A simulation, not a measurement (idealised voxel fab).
Proc. module: voxel released beams
Shown is cross-section cut, with a width of 215 nm and square cells of size 5 nm.
Cross-section spec: square-cell grid; bands listed top down; each band is one or more rows.
In this notation a band is specified by the heights of its top and bottom, in that order and in nm, after which its materials appear from left to right, each paired with its width in nm. The word "throughout" attached to a single material means that material fills the band from edge to edge; the word "empty" stands for empty space.
Heights are measured from 0, the level below which the as-received wafer is all one material; the lowest band has no bottom and continues downward, written as in "0 nm and below".
Note: "30..40" means the width goes from the first number (top row of the band) to the second number (bottom row) in equal steps per row of cells.
Basically "everything unchanged" means that step didn't change any cell in the cross-section.
"Cavities, closed" specifies each empty space that is not open to the top and that occupies no fewer than 8 cells, using the form width x height at distance, the distance measured from the left edge and all three quantities in nm.
That trailing text on a step's line, after the settings, is the simulator's own remark on the step.
On any step carrying a mask, the "overlay nm" setting, if present on the step's line, tells how far right of its planned place the mask lay; negative values point to the left.

This section lists the process steps that were planned
1) RECEIVE | material Si
2) CONFORMAL_DEP | material SiN | thk nm 10
3) DIRECTIONAL_DEP | material SiO2 | thk nm 10
4) DIRECTIONAL_DEP | material aC | thk nm 10
5) PATTERN | tone open | mask id ANCHOR | material resist | width nm 35 | thk nm 25 | overlay nm 0
6) DIRECTIONAL_ETCH | etch materials aC | depth nm 10
7) STRIP | etch materials resist
8) DIRECTIONAL_ETCH | etch materials SiO2 | depth nm 10
9) STRIP | etch materials aC
10) CONFORMAL_DEP | material polySi | thk nm 15
11) DIRECTIONAL_DEP | material aC | thk nm 10
12) PATTERN | tone cover | mask id BEAM | material resist | width nm 105 | thk nm 30 | overlay nm 0
13) DIRECTIONAL_ETCH | etch materials aC | depth nm 10
14) STRIP | etch materials resist
15) DIRECTIONAL_ETCH | etch materials polySi | depth nm 15
16) STRIP | etch materials aC
17) STRIP | etch materials SiO2

On the first of the two wafers: run conducted according to plan

Cross-sectional view of the wafer in its as-received condition, corresponding to the state after step 1
0 nm and below  Si throughout
Cavities, closed: none

Wafer xsec, post step 2
10 nm to 0 nm  SiN throughout
Everything under 0 stays put, no change at all.

Wafer xsec, post step 3
20 nm to 10 nm  SiO2 throughout
Everything under 10 stays put, no change at all.

Wafer xsec, post step 4
30 nm to 20 nm  aC throughout
Everything under 20 stays put, no change at all.

Wafer xsec, post step 5
55 nm to 30 nm  55 nm resist; 35 nm empty; 125 nm resist
Everything under 30 stays put, no change at all.

Wafer xsec, post step 6
45 nm to 30 nm  55 nm resist; 35 nm empty; 125 nm resist
30 nm to 20 nm  55 nm aC; 35 nm empty; 125 nm aC
Everything under 20 stays put, no change at all.

Wafer xsec, post step 7
30 nm to 20 nm  55 nm aC; 35 nm empty; 125 nm aC
Everything under 20 stays put, no change at all.

Wafer xsec, post step 8
30 nm to 20 nm  55 nm aC; 35 nm empty; 125 nm aC
20 nm to 10 nm  55 nm SiO2; 35 nm empty; 125 nm SiO2
Everything under 10 stays put, no change at all.

Wafer xsec, post step 9
20 nm to 10 nm  55 nm SiO2; 35 nm empty; 125 nm SiO2
Everything under 10 stays put, no change at all.

Wafer xsec, post step 10
35 nm to 25 nm  70 nm polySi; 5 nm empty; 140 nm polySi
25 nm to 20 nm  polySi throughout
20 nm to 10 nm  55 nm SiO2; 35 nm polySi; 125 nm SiO2
Everything under 10 stays put, no change at all.

Wafer xsec, post step 11
45 nm to 35 nm  70 nm aC; 5 nm empty; 140 nm aC
35 nm to 25 nm  70 nm polySi; 5 nm aC; 140 nm polySi
Everything under 25 stays put, no change at all.

Wafer xsec, post step 12
75 nm to 45 nm  50 nm empty; 105 nm resist; 60 nm empty
45 nm to 35 nm  70 nm aC; 5 nm resist; 140 nm aC
Everything under 35 stays put, no change at all.

Wafer xsec, post step 13
65 nm to 45 nm  50 nm empty; 105 nm resist; 60 nm empty
45 nm to 35 nm  50 nm empty; 20 nm aC; 5 nm resist; 80 nm aC; 60 nm empty
Everything under 35 stays put, no change at all.

Wafer xsec, post step 14
45 nm to 35 nm  50 nm empty; 20 nm aC; 5 nm empty; 80 nm aC; 60 nm empty
Everything under 35 stays put, no change at all.

Wafer xsec, post step 15
45 nm to 35 nm  50 nm empty; 20 nm aC; 5 nm empty; 80 nm aC; 60 nm empty
35 nm to 25 nm  50 nm empty; 20 nm polySi; 5 nm aC; 80 nm polySi; 60 nm empty
25 nm to 20 nm  50 nm empty; 105 nm polySi; 60 nm empty
Everything under 20 stays put, no change at all.

Wafer xsec, post step 16
35 nm to 25 nm  50 nm empty; 20 nm polySi; 5 nm empty; 80 nm polySi; 60 nm empty
Everything under 25 stays put, no change at all.

Wafer xsec, post step 17
35 nm to 25 nm  50 nm empty; 20 nm polySi; 5 nm empty; 80 nm polySi; 60 nm empty
25 nm to 20 nm  50 nm empty; 105 nm polySi; 60 nm empty
20 nm to 10 nm  55 nm empty; 35 nm polySi; 125 nm empty
Everything under 10 stays put, no change at all.

Second wafer, same starting state and plan as the first, one mistake in the run, identical through step 4

Cross-section of the second wafer corresponding to the planned conclusion of step 5
55 nm to 30 nm  65 nm resist; 35 nm empty; 115 nm resist
Everything under 30 stays put, no change at all.

Cross-section of the second wafer corresponding to the planned conclusion of step 6
45 nm to 30 nm  65 nm resist; 35 nm empty; 115 nm resist
30 nm to 20 nm  65 nm aC; 35 nm empty; 115 nm aC
Everything under 20 stays put, no change at all.

Cross-section of the second wafer corresponding to the planned conclusion of step 7
30 nm to 20 nm  65 nm aC; 35 nm empty; 115 nm aC
Everything under 20 stays put, no change at all.

Cross-section of the second wafer corresponding to the planned conclusion of step 8
30 nm to 20 nm  65 nm aC; 35 nm empty; 115 nm aC
20 nm to 10 nm  65 nm SiO2; 35 nm empty; 115 nm SiO2
Everything under 10 stays put, no change at all.

Cross-section of the second wafer corresponding to the planned conclusion of step 9
20 nm to 10 nm  65 nm SiO2; 35 nm empty; 115 nm SiO2
Everything under 10 stays put, no change at all.

Cross-section of the second wafer corresponding to the planned conclusion of step 10
35 nm to 25 nm  80 nm polySi; 5 nm empty; 130 nm polySi
25 nm to 20 nm  polySi throughout
20 nm to 10 nm  65 nm SiO2; 35 nm polySi; 115 nm SiO2
Everything under 10 stays put, no change at all.

Cross-section of the second wafer corresponding to the planned conclusion of step 11
45 nm to 35 nm  80 nm aC; 5 nm empty; 130 nm aC
35 nm to 25 nm  80 nm polySi; 5 nm aC; 130 nm polySi
Everything under 25 stays put, no change at all.

Cross-section of the second wafer corresponding to the planned conclusion of step 12
75 nm to 45 nm  50 nm empty; 105 nm resist; 60 nm empty
45 nm to 35 nm  80 nm aC; 5 nm resist; 130 nm aC
Everything under 35 stays put, no change at all.

Cross-section of the second wafer corresponding to the planned conclusion of step 13
65 nm to 45 nm  50 nm empty; 105 nm resist; 60 nm empty
45 nm to 35 nm  50 nm empty; 30 nm aC; 5 nm resist; 70 nm aC; 60 nm empty
Everything under 35 stays put, no change at all.

Cross-section of the second wafer corresponding to the planned conclusion of step 14
45 nm to 35 nm  50 nm empty; 30 nm aC; 5 nm empty; 70 nm aC; 60 nm empty
Everything under 35 stays put, no change at all.

Cross-section of the second wafer corresponding to the planned conclusion of step 15
45 nm to 35 nm  50 nm empty; 30 nm aC; 5 nm empty; 70 nm aC; 60 nm empty
35 nm to 25 nm  50 nm empty; 30 nm polySi; 5 nm aC; 70 nm polySi; 60 nm empty
25 nm to 20 nm  50 nm empty; 105 nm polySi; 60 nm empty
Everything under 20 stays put, no change at all.

Cross-section of the second wafer corresponding to the planned conclusion of step 16
35 nm to 25 nm  50 nm empty; 30 nm polySi; 5 nm empty; 70 nm polySi; 60 nm empty
Everything under 25 stays put, no change at all.

Cross-section of the second wafer corresponding to the planned conclusion of step 17
35 nm to 25 nm  50 nm empty; 30 nm polySi; 5 nm empty; 70 nm polySi; 60 nm empty
25 nm to 20 nm  50 nm empty; 105 nm polySi; 60 nm empty
20 nm to 10 nm  65 nm empty; 35 nm polySi; 115 nm empty
Everything under 10 stays put, no change at all.
Plan not followed: step 5: run off-plan, actual operation and settings PATTERN | tone open | mask id ANCHOR | material resist | width nm 35 | thk nm 25 | overlay nm 10
Matching per-material cell counts, mismatched positions: that is how the second wafer compares with the first at the end.
